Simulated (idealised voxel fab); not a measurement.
Process module in this document: voxel quadruple lines
Section shown: cut. Width: 225 nm. Cell size: 5 nm, square.
Cross-sections here: square-cell grids, written as top-down lists of bands, a band being one or more rows of cells. Within each band entry, the heights of the top and of the bottom of the band appear first, in that order and in nm; the materials of the band then follow from left to right, each with its corresponding width in nm. The designation "everywhere" on a single material indicates that it fills the band from edge to edge; the designation "empty" indicates empty space. Note: height 0 marks the level under which the wafer is uniformly one material as received. Lowest band unbounded below, written "z 0 and below". Read "30..40" as a graded width: first number on top, second number at the bottom, same change between each pair of neighbouring rows. "everything unchanged" (step): cross-section cells unchanged, all of them. "Enclosed void list" contains a list of empty spaces, each no smaller than 8 cells and without an open way to the top, written in the form width x height at distance with the distance from the left edge and all three in nm. If you see something after the settings on a step's line, that's the simulator's own remark about that step. overlay nm: step with mask; distance mask lay right of planned place; negative value = left of planned place.

THESE ARE THE STEPS WE PLANNED FOR THE PROCESS
1. RECEIVE (material Si)
2. CONFORMAL_DEP (material Al2O3; thk nm 5)
3. DIRECTIONAL_DEP (material TiN; thk nm 15)
4. DIRECTIONAL_DEP (material polySi; thk nm 20)
5. DIRECTIONAL_DEP (material aC; thk nm 25)
6. PATTERN (tone cover; mask id MANDREL; material resist; width nm 25; pitch nm 80; thk nm 35; overlay nm 0)
7. DIRECTIONAL_ETCH (etch materials aC; depth nm 25)
8. STRIP (etch materials resist)
9. CONFORMAL_DEP (material SiO2; thk nm 15)
10. DIRECTIONAL_ETCH (etch materials SiO2; depth nm 15)
11. STRIP (etch materials aC)
12. DIRECTIONAL_ETCH (etch materials polySi; depth nm 20)
13. STRIP (etch materials SiO2)
14. CONFORMAL_DEP (material SiCN; thk nm 5)
15. DIRECTIONAL_ETCH (etch materials SiCN; depth nm 5)
16. STRIP (etch materials polySi)
17. DIRECTIONAL_ETCH (etch materials TiN; depth nm 15)
18. STRIP (etch materials SiCN)
19. FILL_DEP (material SiO2; thk nm 10)
20. CMP (height nm 20)

HERE'S WHAT THE WAFER LOOKED LIKE IN CROSS-SECTION WHEN IT ARRIVED - THAT'S AFTER STEP 1
  z 0 and below: Si everywhere
  Enclosed void list: none

POST-MODULE CROSS-SECTION: IDENTICAL START AND PLAN TO THOSE ABOVE, ONE MISSTEP IN EXECUTION
  z 20 to 5: polySi everywhere
  z 5 to 0: Al2O3 everywhere
  z 0 and below: Si everywhere
  Enclosed void list: none
Nonconformance to the process plan: sequence error: steps 3 and 4 interchanged
